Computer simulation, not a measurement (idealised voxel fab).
The process module presented herein is designated voxel ribs on slabs.
Cross-sectional view cut (width: 275 nm; square cell size: 5 nm).
If you're reading a cross-section in this doc, picture square cells in a grid; it comes to you as bands, top ones listed first down to the bottom, and a band can be one or more rows of cells. Heads up on the band format: heights come first, top then bottom, in nm. After that it's the materials left to right, each with its width in nm. A single material flagged "full width" fills the whole band edge to edge, and "air" means there's empty space there. It should be noted that heights are counted from 0, beneath which the wafer as supplied is of one material throughout, and that the lowest band possesses no lower boundary but continues downward, as written in "z 0 and below". The two numbers in a width such as "30..40" mark its ends across the band: the first belongs to the top row of cells, the second to the bottom row, and from each row to the next the width moves by the same amount. For the purposes of this document, the phrase "changes: none" attached to a step denotes that no cell within the cross-section was modified by that step. Any empty space of 8 cells or more lacking an open way to the top shows up in "Sealed cavities" as width x height at distance, distance from the left edge, in nm. It should be noted that, on the line of a given step, the content following the step's settings is a remark produced by the simulator itself with respect to that step. overlay nm, on a step with a mask: how far to the right of its planned place the mask lay; to the left if negative.

Set out below are the planned steps of the process:
1 RECEIVE: material Si
2 DIRECTIONAL_DEP: material SiO2, thk nm 30
3 DIRECTIONAL_DEP: material polySi, thk nm 25
4 MASKED_ETCH: tone cover, mask id RIB, width nm 20, etch materials polySi, depth nm 5, overlay nm 0
5 MASKED_ETCH: tone cover, mask id SLAB, width nm 80, etch materials polySi, depth nm 20, overlay nm 0
6 FILL_DEP: material SiO2, thk nm 20
7 CMP: height nm 70
8 DIRECTIONAL_DEP: material TiN, thk nm 10
9 MASKED_ETCH: tone cover, mask id HEATER, width nm 30, etch materials TiN, depth nm 10, overlay nm -15
10 CONFORMAL_DEP: material SiN, thk nm 10
The wafers in this document start out alike and differ in the overlay nm applied at step 9; the plan shows the value used for the first wafer.

Cross-section: the first of several wafers in its as-received state, i.e. following step 1:
    z 0 and below = Si full width
    Sealed cavities: none

Per wafer (row), end of module: delta in cells per material since receipt, (+) for gained, (-) for lost; closed voids after that:
overlay nm -15 | +118 SiN | +702 SiO2 | +12 TiN | +68 polySi | Sealed cavities: none
overlay nm -10 | +118 SiN | +702 SiO2 | +12 TiN | +68 polySi | Sealed cavities: none
overlay nm -5 | +118 SiN | +702 SiO2 | +12 TiN | +68 polySi | Sealed cavities: none
overlay nm 0 | +118 SiN | +702 SiO2 | +12 TiN | +68 polySi | Sealed cavities: none
overlay nm 5 | +118 SiN | +702 SiO2 | +12 TiN | +68 polySi | Sealed cavities: none
overlay nm 10 | +118 SiN | +702 SiO2 | +12 TiN | +68 polySi | Sealed cavities: none
overlay nm 15 | +118 SiN | +702 SiO2 | +12 TiN | +68 polySi | Sealed cavities: none
